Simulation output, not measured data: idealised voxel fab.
The document below concerns the process module designated voxel ribs on slabs.
cross-section cut | 155 nm wide | cells 5 nm
Format of a cross-section: grid, square cells. Given as bands. Order: top down. Band: one or more rows of cells. The entry gives the band's vertical extent as a top height and a bottom height in nm, then its horizontal make-up as materials from left to right, each with a width in nm. "empty" stands for empty space; a single material marked "everywhere" fills the band edge to edge. Beneath 0, the wafer as received is one material, and that level is where height counting begins. The lowest band goes on downward without a bottom; it is written like "0 down". Width "30..40": first value at the band's top row of cells, second value at its bottom row, equal change from row to row. "remained the same", as given for a step, is the statement that not any cell of the cross-section underwent a change during that step. For the entry "Closed internal voids", the listed items are empty spaces with no open way to the top whose size is 8 cells or more; each item follows the pattern width x height at distance, where distance is from the left edge and all three are in nm. Past the settings on a step's line: simulator remark, on that step. When a step includes a mask, the "overlay nm" setting on its line states how far to the right of its planned place that mask lay, and negative values state how far to the left.
# These are the steps we planned for the process
1: RECEIVE: material Si
2: DIRECTIONAL_DEP: material SiO2, thk nm 25
3: DIRECTIONAL_DEP: material SiN, thk nm 20
4: DIRECTIONAL_DEP: material aC, thk nm 15
5: PATTERN: tone cover, mask id RIB, material resist, width nm 30, thk nm 35, overlay nm 0
6: DIRECTIONAL_ETCH: etch materials aC, depth nm 15
7: STRIP: etch materials resist
8: DIRECTIONAL_ETCH: etch materials SiN, depth nm 10
9: STRIP: etch materials aC
10: DIRECTIONAL_DEP: material aC, thk nm 15
11: PATTERN: tone cover, mask id SLAB, material resist, width nm 60, thk nm 30, overlay nm -15
12: DIRECTIONAL_ETCH: etch materials aC, depth nm 15
13: STRIP: etch materials resist
14: DIRECTIONAL_ETCH: etch materials SiN, depth nm 10
15: STRIP: etch materials aC
16: FILL_DEP: material SiO2, thk nm 20
17: CMP: height nm 55
18: DIRECTIONAL_DEP: material TiN, thk nm 10
19: PATTERN: tone cover, mask id HEATER, material resist, width nm 40, thk nm 20, overlay nm 0
20: DIRECTIONAL_ETCH: etch materials TiN, depth nm 10
21: STRIP: etch materials resist
22: CONFORMAL_DEP: material SiN, thk nm 5
Where the wafers of this document differ is in the overlay nm of step 11; they start out the same, and the plan states the value that applied to the first wafer.
# Here's the first of the wafers in cross-section, just as we got it, i.e. after step 1
- 0 down = Si everywhere
- Closed internal voids: none
# Module end state after final step 22: cross-section of the first of several wafers
- 70 to 65 = empty: 50  SiN: 50  empty: 55
- 65 to 60 = empty: 50  SiN: 5  TiN: 40  SiN: 5  empty: 55
- 60 to 55 = SiN: 55  TiN: 40  SiN: 60
- 55 to 45 = SiO2 everywhere
- 45 to 35 = SiO2: 60  SiN: 30  SiO2: 65
- 35 to 25 = SiO2: 30  SiN: 60  SiO2: 65
- 25 to 0 = SiO2 everywhere
- 0 down = Si everywhere
- Closed internal voids: none
# Cross-section, last wafer, module completion
- 70 to 65 = empty: 50  SiN: 50  empty: 55
- 65 to 60 = empty: 50  SiN: 5  TiN: 40  SiN: 5  empty: 55
- 60 to 55 = SiN: 55  TiN: 40  SiN: 60
- 55 to 45 = SiO2 everywhere
- 45 to 35 = SiO2: 60  SiN: 30  SiO2: 65
- 35 to 25 = SiO2: 60  SiN: 60  SiO2: 35
- 25 to 0 = SiO2 everywhere
- 0 down = Si everywhere
- Closed internal voids: none
# Below: a row per wafer. Contents at end of module: for every material, cells gained since receipt (+) or lost since receipt (-); then closed voids
overlay nm -15, +71 SiN, +305 SiO2, +16 TiN, Closed internal voids: none
overlay nm -10, +71 SiN, +305 SiO2, +16 TiN, Closed internal voids: none
overlay nm -5, +71 SiN, +305 SiO2, +16 TiN, Closed internal voids: none
overlay nm 0, +71 SiN, +305 SiO2, +16 TiN, Closed internal voids: none
overlay nm 5, +71 SiN, +305 SiO2, +16 TiN, Closed internal voids: none
overlay nm 10, +71 SiN, +305 SiO2, +16 TiN, Closed internal voids: none
overlay nm 15, +71 SiN, +305 SiO2, +16 TiN, Closed internal voids: none
